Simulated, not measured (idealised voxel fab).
Process module under the name voxel spacer lines
FYI the section here is cut, 195 nm wide, cells are 5 nm squares.
Cross-section = grid of square cells, listed top down in bands; band = one or more rows. Each band's line starts with the height of the band's top and of its bottom, in nm. Then come its materials from left to right, each with its width in nm. One material with "throughout" fills the band from edge to edge. "empty" is empty space. Zero point of the height axis is 0; under it, received wafer = one material. Lowest band: continues down indefinitely, "0 nm and below". Note: "30->40" means the width goes from the first number (top row of the band) to the second number (bottom row) in equal steps per row of cells. "nothing different" means the step left every cell of the cross-section as it was. Closed empty spaces (no open way to the top) of 8 cells or more are what "Closed cavity list" lists, each as width x height at distance from the left edge, nm for all three. Whatever follows a step's settings on its line is a remark the simulator itself makes about that step. You can add "overlay nm" to a step's line. For a step with a mask, it describes how far the mask lay to the right of its planned position, and a negative number describes a lay to the left.
# Process steps (planned)
| 1 | RECEIVE,material Si |
| 2 | CONFORMAL_DEP,material SiO2,thk nm 10 |
| 3 | DIRECTIONAL_DEP,material polySi,thk nm 10 |
| 4 | DIRECTIONAL_DEP,material aC,thk nm 30 |
| 5 | PATTERN,tone cover,mask id MANDREL,material resist,width nm 25,pitch nm 70,thk nm 35,overlay nm 0 |
| 6 | DIRECTIONAL_ETCH,etch materials aC,depth nm 30 |
| 7 | STRIP,etch materials resist |
| 8 | CONFORMAL_DEP,material SiN,thk nm 10 |
| 9 | DIRECTIONAL_ETCH,etch materials SiN,depth nm 10 |
| 10 | STRIP,etch materials aC |
| 11 | DIRECTIONAL_ETCH,etch materials polySi,depth nm 10 |
| 12 | STRIP,etch materials SiN |
# On the first of the two wafers: run conducted according to plan
# This is the cross-section of the wafer as we received it, i.e. after step 1
0 nm and below: Si throughout
Closed cavity list: none
# Upon completion of step 2, the wafer appears in cross-section as shown
10 nm to 0 nm: SiO2 throughout
Rest of section, below 0: as before.
# Upon completion of step 3, the wafer appears in cross-section as shown
20 nm to 10 nm: polySi throughout
Rest of section, below 10: as before.
# Upon completion of step 4, the wafer appears in cross-section as shown
50 nm to 20 nm: aC throughout
Rest of section, below 20: as before.
# Upon completion of step 5, the wafer appears in cross-section as shown
85 nm to 50 nm: 15 nm empty, 25 nm resist, 45 nm empty, 25 nm resist, 45 nm empty, 25 nm resist, 15 nm empty
Rest of section, below 50: as before.
# Upon completion of step 6, the wafer appears in cross-section as shown
55 nm to 50 nm: 15 nm empty, 25 nm resist, 45 nm empty, 25 nm resist, 45 nm empty, 25 nm resist, 15 nm empty
50 nm to 20 nm: 15 nm empty, 25 nm aC, 45 nm empty, 25 nm aC, 45 nm empty, 25 nm aC, 15 nm empty
Rest of section, below 20: as before.
# Upon completion of step 7, the wafer appears in cross-section as shown
50 nm to 20 nm: 15 nm empty, 25 nm aC, 45 nm empty, 25 nm aC, 45 nm empty, 25 nm aC, 15 nm empty
Rest of section, below 20: as before.
# Upon completion of step 8, the wafer appears in cross-section as shown
60 nm to 50 nm: 5 nm empty, 45 nm SiN, 25 nm empty, 45 nm SiN, 25 nm empty, 45 nm SiN, 5 nm empty
50 nm to 30 nm: 5 nm empty, 10 nm SiN, 25 nm aC, 10 nm SiN, 25 nm empty, 10 nm SiN, 25 nm aC, 10 nm SiN, 25 nm empty, 10 nm SiN, 25 nm aC, 10 nm SiN, 5 nm empty
30 nm to 20 nm: 15 nm SiN, 25 nm aC, 45 nm SiN, 25 nm aC, 45 nm SiN, 25 nm aC, 15 nm SiN
Rest of section, below 20: as before.
# Upon completion of step 9, the wafer appears in cross-section as shown
50 nm to 20 nm: 5 nm empty, 10 nm SiN, 25 nm aC, 10 nm SiN, 25 nm empty, 10 nm SiN, 25 nm aC, 10 nm SiN, 25 nm empty, 10 nm SiN, 25 nm aC, 10 nm SiN, 5 nm empty
Rest of section, below 20: as before.
# Upon completion of step 10, the wafer appears in cross-section as shown
50 nm to 20 nm: 5 nm empty, 10 nm SiN, 25 nm empty, 10 nm SiN, 25 nm empty, 10 nm SiN, 25 nm empty, 10 nm SiN, 25 nm empty, 10 nm SiN, 25 nm empty, 10 nm SiN, 5 nm empty
Rest of section, below 20: as before.
# Upon completion of step 11, the wafer appears in cross-section as shown
50 nm to 20 nm: 5 nm empty, 10 nm SiN, 25 nm empty, 10 nm SiN, 25 nm empty, 10 nm SiN, 25 nm empty, 10 nm SiN, 25 nm empty, 10 nm SiN, 25 nm empty, 10 nm SiN, 5 nm empty
20 nm to 10 nm: 5 nm empty, 10 nm polySi, 25 nm empty, 10 nm polySi, 25 nm empty, 10 nm polySi, 25 nm empty, 10 nm polySi, 25 nm empty, 10 nm polySi, 25 nm empty, 10 nm polySi, 5 nm empty
Rest of section, below 10: as before.
# Upon completion of step 12, the wafer appears in cross-section as shown
20 nm to 10 nm: 5 nm empty, 10 nm polySi, 25 nm empty, 10 nm polySi, 25 nm empty, 10 nm polySi, 25 nm empty, 10 nm polySi, 25 nm empty, 10 nm polySi, 25 nm empty, 10 nm polySi, 5 nm empty
Rest of section, below 10: as before.
# Wafer two of two - same starting point, same process plan, one mistake in execution; matches wafer one up to and including step 4
# Cross-section of the second wafer at the time step 5 of the plan should have ended
85 nm to 50 nm: 20 nm empty, 15 nm resist, 55 nm empty, 15 nm resist, 55 nm empty, 15 nm resist, 20 nm empty
Rest of section, below 50: as before.
# Cross-section of the second wafer at the time step 6 of the plan should have ended
55 nm to 50 nm: 20 nm empty, 15 nm resist, 55 nm empty, 15 nm resist, 55 nm empty, 15 nm resist, 20 nm empty
50 nm to 20 nm: 20 nm empty, 15 nm aC, 55 nm empty, 15 nm aC, 55 nm empty, 15 nm aC, 20 nm empty
Rest of section, below 20: as before.
# Cross-section of the second wafer at the time step 7 of the plan should have ended
50 nm to 20 nm: 20 nm empty, 15 nm aC, 55 nm empty, 15 nm aC, 55 nm empty, 15 nm aC, 20 nm empty
Rest of section, below 20: as before.
# Cross-section of the second wafer at the time step 8 of the plan should have ended
60 nm to 50 nm: 10 nm empty, 35 nm SiN, 35 nm empty, 35 nm SiN, 35 nm empty, 35 nm SiN, 10 nm empty
50 nm to 30 nm: 10 nm empty, 10 nm SiN, 15 nm aC, 10 nm SiN, 35 nm empty, 10 nm SiN, 15 nm aC, 10 nm SiN, 35 nm empty, 10 nm SiN, 15 nm aC, 10 nm SiN, 10 nm empty
30 nm to 20 nm: 20 nm SiN, 15 nm aC, 55 nm SiN, 15 nm aC, 55 nm SiN, 15 nm aC, 20 nm SiN
Rest of section, below 20: as before.
# Cross-section of the second wafer at the time step 9 of the plan should have ended
50 nm to 20 nm: 10 nm empty, 10 nm SiN, 15 nm aC, 10 nm SiN, 35 nm empty, 10 nm SiN, 15 nm aC, 10 nm SiN, 35 nm empty, 10 nm SiN, 15 nm aC, 10 nm SiN, 10 nm empty
Rest of section, below 20: as before.
# Cross-section of the second wafer at the time step 10 of the plan should have ended
50 nm to 20 nm: 10 nm empty, 10 nm SiN, 15 nm empty, 10 nm SiN, 35 nm empty, 10 nm SiN, 15 nm empty, 10 nm SiN, 35 nm empty, 10 nm SiN, 15 nm empty, 10 nm SiN, 10 nm empty
Rest of section, below 20: as before.
# Cross-section of the second wafer at the time step 11 of the plan should have ended
50 nm to 20 nm: 10 nm empty, 10 nm SiN, 15 nm empty, 10 nm SiN, 35 nm empty, 10 nm SiN, 15 nm empty, 10 nm SiN, 35 nm empty, 10 nm SiN, 15 nm empty, 10 nm SiN, 10 nm empty
20 nm to 10 nm: 10 nm empty, 10 nm polySi, 15 nm empty, 10 nm polySi, 35 nm empty, 10 nm polySi, 15 nm empty, 10 nm polySi, 35 nm empty, 10 nm polySi, 15 nm empty, 10 nm polySi, 10 nm empty
Rest of section, below 10: as before.
# Cross-section of the second wafer at the time step 12 of the plan should have ended
20 nm to 10 nm: 10 nm empty, 10 nm polySi, 15 nm empty, 10 nm polySi, 35 nm empty, 10 nm polySi, 15 nm empty, 10 nm polySi, 35 nm empty, 10 nm polySi, 15 nm empty, 10 nm polySi, 10 nm empty
Rest of section, below 10: as before.
Nonconformance to the process plan: the process deviated at step 5: the operation and settings actually run there were PATTERN,tone cover,mask id MANDREL,material resist,width nm 15,pitch nm 70,thk nm 35,overlay nm 0
End check, second vs first wafer: material counts in cells match, positions do not.
